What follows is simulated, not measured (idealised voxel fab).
The following is a process module called voxel transistor to metal.
The cross-section shown here is cut; it is 185 nm wide and divided into square cells measuring 5 nm on a side.
Just so we're on the same page, the cross-sections are grids of square cells, and they're listed out in bands top to bottom, each band one or more rows deep.
What a band's entry tells you: where the top is and where the bottom is, as heights in nm, and after that what lies inside, material by material from left to right, each with its width in nm. Empty space is written as the word "air", and a single material marked with the word "full width" occupies the band from edge to edge.
Zero point of the height axis is 0; under it, received wafer = one material. Lowest band: continues down indefinitely, "0 -> down".
Width spec "30->40" -> top row of cells at first value, bottom row at second value, equal per-row change in between.
It should be understood that the words "same as before", when stated for a given step, signify that the cross-section underwent no change in any of its cells during that step.
This entry, "Unvented internal voids", enumerates those empty regions of no fewer than 8 cells that possess no open connection to the top. Each region is reported in the form width x height at distance, the distance being taken from the left edge, with all three quantities expressed in nm.
Note: text after step settings on the step line = simulator remark on that step.
A step's line can hold "overlay nm"; with a mask on that step, the setting says how far right of the planned place the mask lay, while a negative setting says it lay to the left.

The steps planned for the process are as follows:
| 1 | RECEIVE,material Si |
| 2 | CONFORMAL_DEP,material SiO2,thk nm 5 |
| 3 | CONFORMAL_DEP,material SiN,thk nm 10 |
| 4 | MASKED_ETCH,tone cover,mask id ACTIVE,width nm 95,etch materials SiN,depth nm 10,overlay nm 0 |
| 5 | MASKED_ETCH,tone cover,mask id ACTIVE,width nm 95,etch materials SiO2,depth nm 5,overlay nm 0 |
| 6 | MASKED_ETCH,tone cover,mask id ACTIVE,width nm 95,etch materials Si,depth nm 30,overlay nm 0 |
| 7 | FILL_DEP,material SiO2,thk nm 10 |
| 8 | CMP,height nm 15 |
| 9 | SELECTIVE_ETCH,etch materials SiO2,depth nm 5 |
| 10 | STRIP,etch materials SiN |
| 11 | SELECTIVE_ETCH,etch materials SiO2,depth nm 5 |
| 12 | OXIDIZE,depth nm 5 |
| 13 | DIRECTIONAL_DEP,material polySi,thk nm 30 |
| 14 | DIRECTIONAL_DEP,material SiCN,thk nm 10 |
| 15 | MASKED_ETCH,tone cover,mask id GATE,width nm 15,etch materials SiCN,depth nm 20,overlay nm 0 |
| 16 | MASKED_ETCH,tone cover,mask id GATE,width nm 15,etch materials polySi,depth nm 40,overlay nm 0 |
| 17 | CONFORMAL_DEP,material SiN,thk nm 10 |
| 18 | DIRECTIONAL_ETCH,etch materials SiN,depth nm 10 |
| 19 | DIRECTIONAL_ETCH,etch materials SiO2,depth nm 5 |
| 20 | DIRECTIONAL_ETCH,etch materials Si,depth nm 10 |
| 21 | EPI,material nSi,thk nm 5 |
| 22 | FILL_DEP,material SiO2,thk nm 10 |
| 23 | CMP,height nm 40 |
| 24 | DIRECTIONAL_DEP,material SiO2,thk nm 10 |
| 25 | PATTERN,tone open,mask id CONTACT,material resist,width nm 30,pitch nm 55,thk nm 20,overlay nm 0 |
| 26 | DIRECTIONAL_ETCH,etch materials SiO2,depth nm 55 |
| 27 | STRIP,etch materials resist |
| 28 | CONFORMAL_DEP,material TiN,thk nm 5 |
| 29 | FILL_DEP,material Ru,thk nm 5 |
| 30 | CMP,height nm 50 |
| 31 | DIRECTIONAL_DEP,material TiN,thk nm 5 |
| 32 | DIRECTIONAL_DEP,material W,thk nm 15 |
| 33 | PATTERN,tone cover,mask id METAL_1,material resist,width nm 20,pitch nm 65,thk nm 20,overlay nm 0 |
| 34 | DIRECTIONAL_ETCH,etch materials W,depth nm 15 |
| 35 | DIRECTIONAL_ETCH,etch materials TiN,depth nm 5 |
| 36 | STRIP,etch materials resist |
| 37 | CONFORMAL_DEP,material SiCN,thk nm 5 |
| 38 | FILL_DEP,material SiO2,thk nm 5 |
| 39 | CMP,height nm 70 |
| 40 | CONFORMAL_DEP,material SiN,thk nm 5 |
The plan shows the thk nm of step 21 as the first wafer had it; this setting differs between the wafers, which start out alike.

As received, i.e. after step 1: cross-section through the first of several wafers:
* 0 -> down  Si full width
* Unvented internal voids: none

Once step 40, the last step, is complete, the module is at its end; this is the cross-section of the first of several wafers:
* 75 -> 70  SiN full width
* 70 -> 55  45 nm SiO2, 5 nm SiCN, 20 nm W, 5 nm SiCN, 35 nm SiO2, 5 nm SiCN, 20 nm W, 5 nm SiCN, 45 nm SiO2
* 55 -> 50  50 nm SiCN, 20 nm TiN, 45 nm SiCN, 20 nm TiN, 50 nm SiCN
* 50 -> 40  50 nm SiO2, 5 nm TiN, 20->15 nm Ru, 5->10 nm TiN, 25 nm SiO2, 5->10 nm TiN, 20->15 nm Ru, 5 nm TiN, 50 nm SiO2
* 40 -> 30  50 nm SiO2, 5 nm TiN, 15 nm Ru, 5 nm TiN, 10 nm SiN, 15 nm SiCN, 10 nm SiN, 5 nm TiN, 15 nm Ru, 5 nm TiN, 50 nm SiO2
* 30 -> 5  50 nm SiO2, 5 nm TiN, 15 nm Ru, 5 nm TiN, 10 nm SiN, 15 nm polySi, 10 nm SiN, 5 nm TiN, 15 nm Ru, 5 nm TiN, 50 nm SiO2
* 5 -> 0  40 nm SiO2, 10 nm SiN, 10 nm TiN, 5 nm Ru, 10 nm TiN, 10 nm SiN, 15 nm polySi, 10 nm SiN, 10 nm TiN, 5 nm Ru, 10 nm TiN, 10 nm SiN, 40 nm SiO2
* 0 -> -5  50 nm SiO2, 5 nm nSi, 15 nm TiN, 5 nm nSi, 35 nm SiO2, 5 nm nSi, 15 nm TiN, 5 nm nSi, 50 nm SiO2
* -5 -> -10  45 nm SiO2, 5 nm Si, 5 nm nSi, 15 nm SiO2, 5 nm nSi, 35 nm Si, 5 nm nSi, 15 nm SiO2, 5 nm nSi, 5 nm Si, 45 nm SiO2
* -10 -> -15  45 nm SiO2, 5 nm Si, 25 nm nSi, 35 nm Si, 25 nm nSi, 5 nm Si, 45 nm SiO2
* -15 -> -30  45 nm SiO2, 95 nm Si, 45 nm SiO2
* -30 -> down  Si full width
* Unvented internal voids: none

Here's the last wafer cross-sectioned at the end of the module:
* 75 -> 70  SiN full width
* 70 -> 55  45 nm SiO2, 5 nm SiCN, 20 nm W, 5 nm SiCN, 35 nm SiO2, 5 nm SiCN, 20 nm W, 5 nm SiCN, 45 nm SiO2
* 55 -> 50  50 nm SiCN, 20 nm TiN, 45 nm SiCN, 20 nm TiN, 50 nm SiCN
* 50 -> 40  50 nm SiO2, 5 nm TiN, 20->15 nm Ru, 5->10 nm TiN, 25 nm SiO2, 5->10 nm TiN, 20->15 nm Ru, 5 nm TiN, 50 nm SiO2
* 40 -> 30  50 nm SiO2, 5 nm TiN, 15 nm Ru, 5 nm TiN, 10 nm SiN, 15 nm SiCN, 10 nm SiN, 5 nm TiN, 15 nm Ru, 5 nm TiN, 50 nm SiO2
* 30 -> 25  50 nm SiO2, 5 nm TiN, 15 nm Ru, 5 nm TiN, 10 nm SiN, 15 nm polySi, 10 nm SiN, 5 nm TiN, 15 nm Ru, 5 nm TiN, 50 nm SiO2
* 25 -> 20  50 nm SiO2, 25 nm TiN, 10 nm SiN, 15 nm polySi, 10 nm SiN, 25 nm TiN, 50 nm SiO2
* 20 -> 5  35 nm SiO2, 40 nm nSi, 10 nm SiN, 15 nm polySi, 10 nm SiN, 40 nm nSi, 35 nm SiO2
* 5 -> 0  35 nm SiO2, 5 nm nSi, 10 nm SiN, 25 nm nSi, 10 nm SiN, 15 nm polySi, 10 nm SiN, 25 nm nSi, 10 nm SiN, 5 nm nSi, 35 nm SiO2
* 0 -> -5  50 nm SiO2, 25 nm nSi, 35 nm SiO2, 25 nm nSi, 50 nm SiO2
* -5 -> -15  45 nm SiO2, 5 nm Si, 25 nm nSi, 35 nm Si, 25 nm nSi, 5 nm Si, 45 nm SiO2
* -15 -> -30  45 nm SiO2, 95 nm Si, 45 nm SiO2
* -30 -> down  Si full width
* Unvented internal voids: none

Table: wafers, a row each; end-of-module cell change per material since receipt, gain (+), loss (-); then closed voids:
thk nm 5 | +58 Ru | -147 Si | +47 SiCN | +73 SiN | +404 SiO2 | +60 TiN | +24 W | +18 nSi | +18 polySi | Unvented internal voids: none
thk nm 10 | +50 Ru | -147 Si | +47 SiCN | +73 SiN | +398 SiO2 | +56 TiN | +24 W | +36 nSi | +18 polySi | Unvented internal voids: none
thk nm 15 | +44 Ru | -147 Si | +47 SiCN | +73 SiN | +396 SiO2 | +48 TiN | +24 W | +52 nSi | +18 polySi | Unvented internal voids: none
thk nm 20 | +38 Ru | -147 Si | +47 SiCN | +73 SiN | +390 SiO2 | +44 TiN | +24 W | +68 nSi | +18 polySi | Unvented internal voids: none
thk nm 25 | +32 Ru | -147 Si | +47 SiCN | +73 SiN | +378 SiO2 | +40 TiN | +24 W | +90 nSi | +18 polySi | Unvented internal voids: none
